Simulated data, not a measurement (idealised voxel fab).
process module | voxel capacitor over wiring
cross-section cut | 150 nm wide | cells 5 nm
A cross-section is a grid of square cells, given in bands from the top down. A band is one or more rows of cells.
Each band's line starts with the height of the band's top and of its bottom, in nm. Then come its materials from left to right, each with its width in nm. One material with "throughout" fills the band from edge to edge. "air" is empty space.
Height 0 is the level under which the wafer as received is all one material. The lowest band goes on downwards, as in "0 down".
A width such as "30 to 40" changes by the same amount from each row of cells to the next, from the band's top row to its bottom row.
"no change" after a step means that no cell of the cross-section changed.
closed voids: empty space of 8 cells or more with no open way to the top, each as width x height at its distance from the left edge, in nm
after a step's settings: what the simulator itself notes on the step
overlay nm, on a step with a mask: how far to the right of its planned place the mask lay; to the left if negative
plan
1 op RECEIVE | material Si
2 op CONFORMAL_DEP | material SiO2 | thk nm 15
3 op CONFORMAL_DEP | material SiN | thk nm 5
4 op DIRECTIONAL_DEP | material lowk | thk nm 25
5 op PATTERN | tone open | mask id METAL_1 | material resist | width nm 25 | pitch nm 95 | thk nm 20 | overlay nm 0
6 op DIRECTIONAL_ETCH | etch materials lowk | depth nm 25
7 op DIRECTIONAL_ETCH | etch materials SiN | depth nm 5
8 op STRIP | etch materials resist
9 op CONFORMAL_DEP | material TiN | thk nm 5
10 op FILL_DEP | material Cu | thk nm 10
11 op CMP | height nm 45
12 op CONFORMAL_DEP | material SiCN | thk nm 5
13 op DIRECTIONAL_DEP | material lowk | thk nm 20
14 op DIRECTIONAL_DEP | material aC | thk nm 15
15 op PATTERN | tone open | mask id PLUG_1 | material resist | width nm 15 | thk nm 35 | overlay nm 0
16 op DIRECTIONAL_ETCH | etch materials aC | depth nm 15
17 op STRIP | etch materials resist
18 op DIRECTIONAL_ETCH | etch materials lowk | depth nm 20
19 op DIRECTIONAL_ETCH | etch materials SiCN | depth nm 5
20 op STRIP | etch materials aC
21 op CONFORMAL_DEP | material TiN | thk nm 5
22 op FILL_DEP | material Ru | thk nm 10
23 op CMP | height nm 70
24 op DIRECTIONAL_DEP | material TiN | thk nm 5
25 op DIRECTIONAL_DEP | material Al2O3 | thk nm 5
26 op DIRECTIONAL_DEP | material TiN | thk nm 10
27 op DIRECTIONAL_DEP | material aC | thk nm 10
28 op PATTERN | tone cover | mask id UPPER_PLATE | material resist | width nm 75 | thk nm 30 | overlay nm 0
29 op DIRECTIONAL_ETCH | etch materials aC | depth nm 10
30 op STRIP | etch materials resist
31 op DIRECTIONAL_ETCH | etch materials TiN | depth nm 10
32 op DIRECTIONAL_ETCH | etch materials Al2O3 | depth nm 5
33 op STRIP | etch materials aC
34 op MASKED_ETCH | tone cover | mask id LOWER_PLATE | width nm 85 | etch materials TiN | depth nm 5 | overlay nm 0
35 op FILL_DEP | material SiO2 | thk nm 20
36 op CMP | height nm 105
37 op DIRECTIONAL_DEP | material aC | thk nm 15
38 op PATTERN | tone open | mask id PLUG_2 | material resist | width nm 15 | thk nm 30 | overlay nm 0
39 op DIRECTIONAL_ETCH | etch materials aC | depth nm 15
40 op STRIP | etch materials resist
41 op DIRECTIONAL_ETCH | etch materials SiO2 | depth nm 15
42 op STRIP | etch materials aC
43 op CONFORMAL_DEP | material TiN | thk nm 5
44 op FILL_DEP | material Cu | thk nm 10
45 op CMP | height nm 105
46 op CONFORMAL_DEP | material SiN | thk nm 5
as received, after step 1
  0 down: Si throughout
  closed voids: none
a wafer at the end: this start, this plan, one mistake
  110 to 105: SiN throughout
  105 to 95: SiO2 35 | TiN 5 | Cu 5 | TiN 5 | SiO2 100
  95 to 90: SiO2 35 | TiN 15 | SiO2 100
  90 to 80: SiO2 25 | TiN 75 | SiO2 50
  80 to 75: SiO2 25 | Al2O3 75 | SiO2 50
  75 to 70: SiO2 20 | TiN 85 | SiO2 45
  70 to 65: SiCN 25 | TiN 15 | SiCN 110
  65 to 45: lowk throughout
  45 to 20: lowk 15 | TiN 5 | Cu 15 | TiN 5 | lowk 70 | TiN 5 | Cu 15 | TiN 5 | lowk 15
  20 to 15: SiN 15 | TiN 25 | SiN 70 | TiN 25 | SiN 15
  15 to 0: SiO2 throughout
  0 down: Si throughout
  closed voids: none
what went wrong: steps 12 and 13 were swapped
